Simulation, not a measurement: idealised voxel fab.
This section sets out a process module, namely voxel self aligned vias.
Shown is cross-section cut, with a width of 205 nm and square cells of size 5 nm.
If you're reading a cross-section in this doc, picture square cells in a grid; it comes to you as bands, top ones listed first down to the bottom, and a band can be one or more rows of cells.
Basically the band line says how high the top is and how high the bottom is, in nm, and then what's in it from left to right, every material with its width in nm. Empty space shows up as "blank", and if a single material carries "edge to edge" it runs the full band edge to edge.
All heights in this document are referenced to 0, defined as the level beneath which the wafer, as received, consists entirely of one material. The lowest band is not bounded below; it extends indefinitely downward and is written in the form "z 0 and below".
The width entry "30 to 40" should be interpreted row by row: the top row of cells in the band takes the first number, the bottom row takes the second number, and the change between adjacent rows is uniform throughout.
Key: "stayed the same" - step with no changed cell in the cross-section.
Voids not open to the top, 8 cells minimum: see "Closed void entries". Written width x height at distance; distance is from the left edge; nm.
Step line, after settings: the simulator's comment on this step.
overlay nm: how far to the right of its planned place the mask lay on this masked step (negative: to the left).

**So here's the lineup of process steps we planned**
step 1: RECEIVE | material Si
step 2: CONFORMAL_DEP | material SiO2 | thk nm 10
step 3: CONFORMAL_DEP | material SiCN | thk nm 5
step 4: DIRECTIONAL_DEP | material SiO2 | thk nm 25
step 5: PATTERN | tone open | mask id LINES | material resist | width nm 20 | pitch nm 65 | thk nm 20 | overlay nm 0
step 6: DIRECTIONAL_ETCH | etch materials SiO2 | depth nm 25
step 7: STRIP | etch materials resist
step 8: CONFORMAL_DEP | material TiN | thk nm 5
step 9: FILL_DEP | material W | thk nm 10
step 10: CMP | height nm 40
step 11: SELECTIVE_ETCH | etch materials W Ru TiN | depth nm 5
step 12: FILL_DEP | material SiN | thk nm 5
step 13: CMP | height nm 40
step 14: DIRECTIONAL_DEP | material SiO2 | thk nm 20
step 15: PATTERN | tone open | mask id VIAS | material resist | width nm 40 | pitch nm 130 | thk nm 20 | overlay nm 0
step 16: DIRECTIONAL_ETCH | etch materials SiO2 | depth nm 20
step 17: DIRECTIONAL_ETCH | etch materials SiN | depth nm 5
step 18: STRIP | etch materials resist
step 19: CONFORMAL_DEP | material TiN | thk nm 5
step 20: FILL_DEP | material Ru | thk nm 5
step 21: CMP | height nm 60
step 22: CONFORMAL_DEP | material SiN | thk nm 5
Keep in mind the plan's value for the thk nm of step 19 comes from the first wafer; the wafers don't share that setting, but they do share the same starting point.

**First wafer of several, as received: cross-section after step 1**
> z 0 and below = Si edge to edge
> Closed void entries: none

**The following table contains a row per wafer, in which are reported, at the conclusion of the module, the cells of each material gained (+) or lost (-) since the wafer's receipt, with its closed voids given thereafter**
thk nm 5 | +40 Ru | +41 SiCN | +45 SiN | +327 SiO2 | +62 TiN | +18 W | Closed void entries: none
thk nm 10 | +16 Ru | +41 SiCN | +45 SiN | +327 SiO2 | +86 TiN | +18 W | Closed void entries: none
thk nm 15 | +4 Ru | +41 SiCN | +45 SiN | +327 SiO2 | +98 TiN | +18 W | Closed void entries: none
thk nm 20 | +41 SiCN | +45 SiN | +327 SiO2 | +102 TiN | +18 W | Closed void entries: none
